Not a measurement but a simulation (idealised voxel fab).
Process module in this document: voxel plated lines
In the cross-section labelled cut, the width is 265 nm and each square cell is 5 nm.
Just so we're on the same page, the cross-sections are grids of square cells, and they're listed out in bands top to bottom, each band one or more rows deep.
Top height, bottom height, nm. Materials left to right, width each, nm. Single material + "throughout" = fills band edge to edge. "blank" = empty.
Counting heights begins at 0, where everything beneath is, in the wafer as received, one material. The lowest band has no bottom; it goes on downwards, as "0 down" shows.
Width spec "30->40" -> top row of cells at first value, bottom row at second value, equal per-row change in between.
For the purposes of this document, the phrase "everything unchanged" attached to a step denotes that no cell within the cross-section was modified by that step.
For the entry "Closed-off voids", the listed items are empty spaces with no open way to the top whose size is 8 cells or more; each item follows the pattern width x height at distance, where distance is from the left edge and all three are in nm.
Heads up: the bit after the settings on a step's line is the simulator's remark on that step.
You can add "overlay nm" to a step's line. For a step with a mask, it describes how far the mask lay to the right of its planned position, and a negative number describes a lay to the left.

SET OUT BELOW ARE THE PLANNED STEPS OF THE PROCESS
1: RECEIVE: material Si
2: CONFORMAL_DEP: material SiO2, thk nm 5
3: DIRECTIONAL_DEP: material TiN, thk nm 5
4: PATTERN: tone open, mask id LINES, material resist, width nm 30, pitch nm 60, thk nm 30, overlay nm 0
5: EPI: material Ru, thk nm 10
6: EPI: material Ru, thk nm 10
7: STRIP: etch materials resist
8: DIRECTIONAL_ETCH: etch materials TiN, depth nm 5
9: CONFORMAL_DEP: material SiO2, thk nm 10

SO THIS IS THE INCOMING WAFER IN CROSS-SECTION - IT'S ALREADY BEEN THROUGH STEP 1
    0 down | Si throughout
    Closed-off voids: none

FIRST WAFER OF TWO, SECTIONED AT END OF MODULE; RUN WENT PER PLAN
    40 to 30 | blank 75 nm; SiO2 50 nm; blank 10 nm; SiO2 50 nm; blank 80 nm
    30 to 15 | blank 75 nm; SiO2 10 nm; Ru 30 nm; SiO2 10 nm; blank 10 nm; SiO2 10 nm; Ru 30 nm; SiO2 10 nm; blank 80 nm
    15 to 10 | SiO2 85 nm; Ru 30 nm; SiO2 30 nm; Ru 30 nm; SiO2 90 nm
    10 to 5 | SiO2 85 nm; TiN 30 nm; SiO2 30 nm; TiN 30 nm; SiO2 90 nm
    5 to 0 | SiO2 throughout
    0 down | Si throughout
    Closed-off voids: none

THE SECOND WAFER, SHOWN IN CROSS-SECTION AFTER THE MODULE: STARTED THE SAME WAY AS THE FIRST AND GIVEN THE SAME PLAN, YET ONE MISTAKE CREPT INTO HOW IT WAS RUN
    30 to 20 | blank 75 nm; SiO2 50 nm; blank 10 nm; SiO2 50 nm; blank 80 nm
    20 to 15 | blank 75 nm; SiO2 10 nm; Ru 30 nm; SiO2 10 nm; blank 10 nm; SiO2 10 nm; Ru 30 nm; SiO2 10 nm; blank 80 nm
    15 to 10 | SiO2 85 nm; Ru 30 nm; SiO2 30 nm; Ru 30 nm; SiO2 90 nm
    10 to 5 | SiO2 85 nm; TiN 30 nm; SiO2 30 nm; TiN 30 nm; SiO2 90 nm
    5 to 0 | SiO2 throughout
    0 down | Si throughout
    Closed-off voids: none
Misprocessing identified: a step is missing from the set 5 and 6, whose members are all alike, and its identity cannot be established
Looking at both finished wafers in cells, the second ends up ahead of or behind the first on some materials: 24 fewer of Ru; 16 fewer of SiO2
